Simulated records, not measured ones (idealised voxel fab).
The process module presented herein is designated voxel tone inversion.
It is cross-section cut that appears here, measuring 275 nm in width, its square cells being 5 nm in size.
A cross-section is a grid of square cells, given in bands from the top down. A band is one or more rows of cells. Band entry format. Leading values: height of top, height of bottom, nm. Remainder: materials in left-to-right order, each with its width in nm. Special words: "full width" on a single material, which then fills the band edge to edge; "empty", empty space. Height datum 0, below which the as-received substrate wafer is one material. Lowest band open at the bottom, running downward: "0 down". The width entry "30->40" should be interpreted row by row: the top row of cells in the band takes the first number, the bottom row takes the second number, and the change between adjacent rows is uniform throughout. No cell of the cross-section changed in a step that is given as "nothing got changed". The label "Listed closed voids" introduces a list of the empty spaces, 8 cells or larger, that have no open way up to the top; each entry in it reads width x height at distance, where the distance is taken from the left edge and all three are stated in nm. Whatever follows a step's settings on its line is a remark the simulator itself makes about that step. overlay nm: step with mask; distance mask lay right of planned place; negative value = left of planned place.
### Process steps foreseen in the plan
1 RECEIVE with material Si
2 CONFORMAL_DEP with material SiCN, thk nm 10
3 DIRECTIONAL_DEP with material polySi, thk nm 15
4 PATTERN with tone cover, mask id POSTS, material resist, width nm 20, pitch nm 40, thk nm 25, overlay nm 0
5 DIRECTIONAL_ETCH with etch materials polySi, depth nm 15
6 STRIP with etch materials resist
7 FILL_DEP with material lowk, thk nm 10
8 CMP with height nm 25
9 STRIP with etch materials polySi
10 CONFORMAL_DEP with material TiN, thk nm 5
11 FILL_DEP with material Ru, thk nm 10
12 CMP with height nm 25
13 CONFORMAL_DEP with material SiN, thk nm 5
### first wafer, as planned
### Cross-section: wafer on arrival = after step 1
    0 down | Si full width
    Listed closed voids: none
### How the wafer stands in section after step 2
    10 to 0 | SiCN full width
    below 0: unchanged
### How the wafer stands in section after step 3
    25 to 10 | polySi full width
    below 10: unchanged
### How the wafer stands in section after step 4
    50 to 25 | empty 65  resist 20  empty 20  resist 20  empty 20  resist 20  empty 20  resist 20  empty 70
    below 25: unchanged
### How the wafer stands in section after step 5
    50 to 25 | empty 65  resist 20  empty 20  resist 20  empty 20  resist 20  empty 20  resist 20  empty 70
    25 to 10 | empty 65  polySi 20  empty 20  polySi 20  empty 20  polySi 20  empty 20  polySi 20  empty 70
    below 10: unchanged
### How the wafer stands in section after step 6
    25 to 10 | empty 65  polySi 20  empty 20  polySi 20  empty 20  polySi 20  empty 20  polySi 20  empty 70
    below 10: unchanged
### How the wafer stands in section after step 7
    35 to 25 | lowk full width
    25 to 10 | lowk 65  polySi 20  lowk 20  polySi 20  lowk 20  polySi 20  lowk 20  polySi 20  lowk 70
    below 10: unchanged
### How the wafer stands in section after step 8
    25 to 10 | lowk 65  polySi 20  lowk 20  polySi 20  lowk 20  polySi 20  lowk 20  polySi 20  lowk 70
    below 10: unchanged
### How the wafer stands in section after step 9
    25 to 10 | lowk 65  empty 20  lowk 20  empty 20  lowk 20  empty 20  lowk 20  empty 20  lowk 70
    below 10: unchanged
### How the wafer stands in section after step 10
    30 to 25 | TiN 70  empty 10  TiN 30  empty 10  TiN 30  empty 10  TiN 30  empty 10  TiN 75
    25 to 15 | lowk 65  TiN 5  empty 10  TiN 5  lowk 20  TiN 5  empty 10  TiN 5  lowk 20  TiN 5  empty 10  TiN 5  lowk 20  TiN 5  empty 10  TiN 5  lowk 70
    15 to 10 | lowk 65  TiN 20  lowk 20  TiN 20  lowk 20  TiN 20  lowk 20  TiN 20  lowk 70
    below 10: unchanged
### How the wafer stands in section after step 11
    40 to 30 | Ru full width
    30 to 25 | TiN 70  Ru 10  TiN 30  Ru 10  TiN 30  Ru 10  TiN 30  Ru 10  TiN 75
    25 to 15 | lowk 65  TiN 5  Ru 10  TiN 5  lowk 20  TiN 5  Ru 10  TiN 5  lowk 20  TiN 5  Ru 10  TiN 5  lowk 20  TiN 5  Ru 10  TiN 5  lowk 70
    below 15: unchanged
### How the wafer stands in section after step 12
    25 to 15 | lowk 65  TiN 5  Ru 10  TiN 5  lowk 20  TiN 5  Ru 10  TiN 5  lowk 20  TiN 5  Ru 10  TiN 5  lowk 20  TiN 5  Ru 10  TiN 5  lowk 70
    below 15: unchanged
### How the wafer stands in section after step 13
    30 to 25 | SiN full width
    below 25: unchanged
### The second wafer began exactly as the first did and followed the same plan, but one mistake was made while running it; through step 3 inclusive, the two wafers are identical
### Second wafer, cross-section, planned end of step 4
    50 to 25 | resist 65  empty 20  resist 20  empty 20  resist 20  empty 20  resist 20  empty 20  resist 70
    below 25: unchanged
### Second wafer, cross-section, planned end of step 5
    50 to 25 | resist 65  empty 20  resist 20  empty 20  resist 20  empty 20  resist 20  empty 20  resist 70
    25 to 10 | polySi 65  empty 20  polySi 20  empty 20  polySi 20  empty 20  polySi 20  empty 20  polySi 70
    below 10: unchanged
### Second wafer, cross-section, planned end of step 6
    25 to 10 | polySi 65  empty 20  polySi 20  empty 20  polySi 20  empty 20  polySi 20  empty 20  polySi 70
    below 10: unchanged
### Second wafer, cross-section, planned end of step 7
    35 to 25 | lowk full width
    25 to 10 | polySi 65  lowk 20  polySi 20  lowk 20  polySi 20  lowk 20  polySi 20  lowk 20  polySi 70
    below 10: unchanged
### Second wafer, cross-section, planned end of step 8
    25 to 10 | polySi 65  lowk 20  polySi 20  lowk 20  polySi 20  lowk 20  polySi 20  lowk 20  polySi 70
    below 10: unchanged
### Second wafer, cross-section, planned end of step 9
    25 to 10 | empty 65  lowk 20  empty 20  lowk 20  empty 20  lowk 20  empty 20  lowk 20  empty 70
    below 10: unchanged
### Second wafer, cross-section, planned end of step 10
    30 to 25 | empty 60  TiN 30  empty 10  TiN 30  empty 10  TiN 30  empty 10  TiN 30  empty 65
    25 to 15 | empty 60  TiN 5  lowk 20  TiN 5  empty 10  TiN 5  lowk 20  TiN 5  empty 10  TiN 5  lowk 20  TiN 5  empty 10  TiN 5  lowk 20  TiN 5  empty 65
    15 to 10 | TiN 65  lowk 20  TiN 20  lowk 20  TiN 20  lowk 20  TiN 20  lowk 20  TiN 70
    below 10: unchanged
### Second wafer, cross-section, planned end of step 11
    40 to 30 | Ru full width
    30 to 25 | Ru 60  TiN 30  Ru 10  TiN 30  Ru 10  TiN 30  Ru 10  TiN 30  Ru 65
    25 to 15 | Ru 60  TiN 5  lowk 20  TiN 5  Ru 10  TiN 5  lowk 20  TiN 5  Ru 10  TiN 5  lowk 20  TiN 5  Ru 10  TiN 5  lowk 20  TiN 5  Ru 65
    below 15: unchanged
### Second wafer, cross-section, planned end of step 12
    25 to 15 | Ru 60  TiN 5  lowk 20  TiN 5  Ru 10  TiN 5  lowk 20  TiN 5  Ru 10  TiN 5  lowk 20  TiN 5  Ru 10  TiN 5  lowk 20  TiN 5  Ru 65
    below 15: unchanged
### Second wafer, cross-section, planned end of step 13
    30 to 25 | SiN full width
    below 25: unchanged
What broke from the plan during processing? step 4: run off-plan, actual operation and settings PATTERN with tone open, mask id POSTS, material resist, width nm 20, pitch nm 40, thk nm 25, overlay nm 0
Per the end-of-run cell counts, the second wafer holds more or fewer of some materials than the first: Ru +46; TiN +23; lowk -69
